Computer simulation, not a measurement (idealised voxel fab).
The name of this process module is voxel gate over fins.
We display cut, a cross-section 140 nm in width whose square cells are each 5 nm.
Throughout this document, each cross-section is represented as a grid of square cells and is presented as a sequence of bands enumerated from the top downward, where a band comprises one or more rows of cells.
First you get the band's top height and its bottom height, in nm, and then the materials it's made of, left to right, with each width in nm. If you see a single material with "everywhere", that one covers the band edge to edge. "air" is empty space.
Heights from 0 (as-received wafer is one material below). Bottom band endless downward, as "0 down".
Quick explanation for "30..40": the width changes in equal steps down the rows of cells, from the first number in the band's top row to the second number in its bottom row.
Where the words "nothing changed" appear for a step, the cross-section shows no cell changed by that step; every cell remained as before.
Closed-off voids of 8+ cells (no open route to the top) go in "Closed void entries", written width x height at distance from the left edge, in nm.
Step line, after settings: the simulator's comment on this step.
overlay nm: where the mask lay relative to plan, measured to the right, on steps with a mask; negatives go left.
# Listed below are the process steps as planned
1 RECEIVE (material Si)
2 CONFORMAL_DEP (material SiN; thk nm 5)
3 PATTERN (tone cover; mask id FINS; material resist; width nm 15; pitch nm 40; thk nm 20; overlay nm 0)
4 DIRECTIONAL_ETCH (etch materials SiN; depth nm 5)
5 DIRECTIONAL_ETCH (etch materials Si; depth nm 40)
6 STRIP (etch materials resist)
7 FILL_DEP (material SiO2; thk nm 10)
8 CMP (height nm 5)
9 SELECTIVE_ETCH (etch materials SiO2; depth nm 20)
10 STRIP (etch materials SiN)
11 CONFORMAL_DEP (material HfO2; thk nm 5)
12 CONFORMAL_DEP (material TiN; thk nm 5)
13 CONFORMAL_DEP (material TiAl; thk nm 5)
14 CONFORMAL_DEP (material TiN; thk nm 5)
15 FILL_DEP (material W; thk nm 10)
16 CMP (height nm 25)
17 CONFORMAL_DEP (material SiCN; thk nm 5)
# Received-state cross-section, reflecting completion of step 1
> 0 down | Si everywhere
> Closed void entries: none
# Post-module cross-section of the first of two wafers (run per plan)
> 30 to 25 | SiCN everywhere
> 25 to 20 | W everywhere
> 20 to 15 | 20 of W  95 of TiN  25 of W
> 15 to 10 | 20 of W  5 of TiN  85 of TiAl  5 of TiN  25 of W
> 10 to 5 | 20 of W  5 of TiN  5 of TiAl  35 of TiN  5 of TiAl  35 of TiN  5 of TiAl  5 of TiN  25 of W
> 5 to 0 | 25 of TiN  5 of TiAl  5 of TiN  25 of HfO2  5 of TiN  5 of TiAl  5 of TiN  25 of HfO2  5 of TiN  5 of TiAl  30 of TiN
> 0 to -5 | 30 of TiAl  5 of TiN  5 of HfO2  15 of Si  5 of HfO2  5 of TiN  5 of TiAl  5 of TiN  5 of HfO2  15 of Si  5 of HfO2  5 of TiN  35 of TiAl
> -5 to -10 | 35 of TiN  5 of HfO2  15 of Si  5 of HfO2  15 of TiN  5 of HfO2  15 of Si  5 of HfO2  40 of TiN
> -10 to -15 | 40 of HfO2  15 of Si  25 of HfO2  15 of Si  45 of HfO2
> -15 to -40 | 40 of SiO2  15 of Si  25 of SiO2  15 of Si  45 of SiO2
> -40 down | Si everywhere
> Closed void entries: none
# Here's the second of our two wafers sectioned at module end. Same start as the first, same plan, but one mistake got made running it
> 30 to 25 | SiCN everywhere
> 25 to 20 | W everywhere
> 20 to 15 | 15 of W  95 of TiN  30 of W
> 15 to 10 | 15 of W  5 of TiN  85 of TiAl  5 of TiN  30 of W
> 10 to 5 | 15 of W  5 of TiN  5 of TiAl  35 of TiN  5 of TiAl  35 of TiN  5 of TiAl  5 of TiN  30 of W
> 5 to 0 | 20 of TiN  5 of TiAl  5 of TiN  25 of HfO2  5 of TiN  5 of TiAl  5 of TiN  25 of HfO2  5 of TiN  5 of TiAl  35 of TiN
> 0 to -5 | 25 of TiAl  5 of TiN  5 of HfO2  15 of Si  5 of HfO2  5 of TiN  5 of TiAl  5 of TiN  5 of HfO2  15 of Si  5 of HfO2  5 of TiN  40 of TiAl
> -5 to -10 | 30 of TiN  5 of HfO2  15 of Si  5 of HfO2  15 of TiN  5 of HfO2  15 of Si  5 of HfO2  45 of TiN
> -10 to -15 | 35 of HfO2  15 of Si  25 of HfO2  15 of Si  50 of HfO2
> -15 to -40 | 35 of SiO2  15 of Si  25 of SiO2  15 of Si  50 of SiO2
> -40 down | Si everywhere
> Closed void entries: none
Misprocessing identified: off-plan run, step 3, actual operation and settings PATTERN (tone cover; mask id FINS; material resist; width nm 15; pitch nm 40; thk nm 20; overlay nm -5)
The two final wafers agree on how many cells each material fills and disagree on which cells those are.
